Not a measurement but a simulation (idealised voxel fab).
Process module name: voxel fin reveal
This is section cut - it's 160 nm across, gridded in 5 nm square cells.
A cross-section is written here as square cells arranged in a grid, and it is given in bands from the top down, each band taking up one or more rows of cells.
Basically the band line says how high the top is and how high the bottom is, in nm, and then what's in it from left to right, every material with its width in nm. Empty space shows up as "blank", and if a single material carries "throughout" it runs the full band edge to edge.
Counting heights begins at 0, where everything beneath is, in the wafer as received, one material. The lowest band has no bottom; it goes on downwards, as "0 and below" shows.
Width spec "30..40" -> top row of cells at first value, bottom row at second value, equal per-row change in between.
"nothing got changed" (step): cross-section cells unchanged, all of them.
In the "Voids, sealed" entry, you get each enclosed empty space of 8 cells or more, one with no open way to the top, written width x height at distance, distance from the left edge, in nm.
The remark found on a step's line after its settings is issued by the simulator itself and pertains to that step.
You can add "overlay nm" to a step's line. For a step with a mask, it describes how far the mask lay to the right of its planned position, and a negative number describes a lay to the left.
THE FOLLOWING LIST GIVES THE PLANNED PROCESS STEPS
1 RECEIVE (material Si)
2 CONFORMAL_DEP (material SiN; thk nm 10)
3 DIRECTIONAL_DEP (material aC; thk nm 5)
4 PATTERN (tone cover; mask id FINS; material resist; width nm 15; pitch nm 35; thk nm 30; overlay nm 0)
5 DIRECTIONAL_ETCH (etch materials aC; depth nm 10)
6 STRIP (etch materials resist)
7 DIRECTIONAL_ETCH (etch materials SiN; depth nm 10)
8 DIRECTIONAL_ETCH (etch materials Si; depth nm 40)
9 STRIP (etch materials aC)
10 FILL_DEP (material SiO2; thk nm 15)
11 CMP (height nm 10)
12 SELECTIVE_ETCH (etch materials SiO2; depth nm 25)
13 STRIP (etch materials SiN)
14 CONFORMAL_DEP (material SiO2; thk nm 5)
It is noted that the wafers described herein are identical at the outset and are distinguished by the thk nm of step 3; the value stated in the plan corresponds to the first wafer.
THE FIRST OF SEVERAL WAFERS, AS RECEIVED AFTER STEP 1, SEEN IN SECTION
- 0 and below = Si throughout
- Voids, sealed: none
THE CROSS-SECTION OF THE FIRST OF SEVERAL WAFERS IS GIVEN BELOW FOR THE END OF THE MODULE, AFTER ITS FINAL STEP, STEP 14
- 5 down to 0 = blank (30), SiO2 (25), blank (10), SiO2 (25), blank (10), SiO2 (25), blank (35)
- 0 down to -10 = blank (30), SiO2 (5), Si (15), SiO2 (5), blank (10), SiO2 (5), Si (15), SiO2 (5), blank (10), SiO2 (5), Si (15), SiO2 (5), blank (35)
- -10 down to -40 = SiO2 (35), Si (15), SiO2 (20), Si (15), SiO2 (20), Si (15), SiO2 (40)
- -40 and below = Si throughout
- Voids, sealed: none
FINAL WAFER OF SEVERAL, SHOWN IN CROSS-SECTION AT THE END OF THE MODULE
- 5 down to 0 = SiO2 throughout
- 0 and below = Si throughout
- Voids, sealed: none
EACH WAFER AT THE END: CELLS OF EACH MATERIAL GAINED (+) OR LOST (-) SINCE IT WAS RECEIVED, THEN ITS CLOSED VOIDS
thk nm 5; -184 Si; +165 SiO2; Voids, sealed: none
thk nm 10; -184 Si; +165 SiO2; Voids, sealed: none
thk nm 15; +32 SiO2; Voids, sealed: none
thk nm 20; +32 SiO2; Voids, sealed: none
thk nm 25; +32 SiO2; Voids, sealed: none
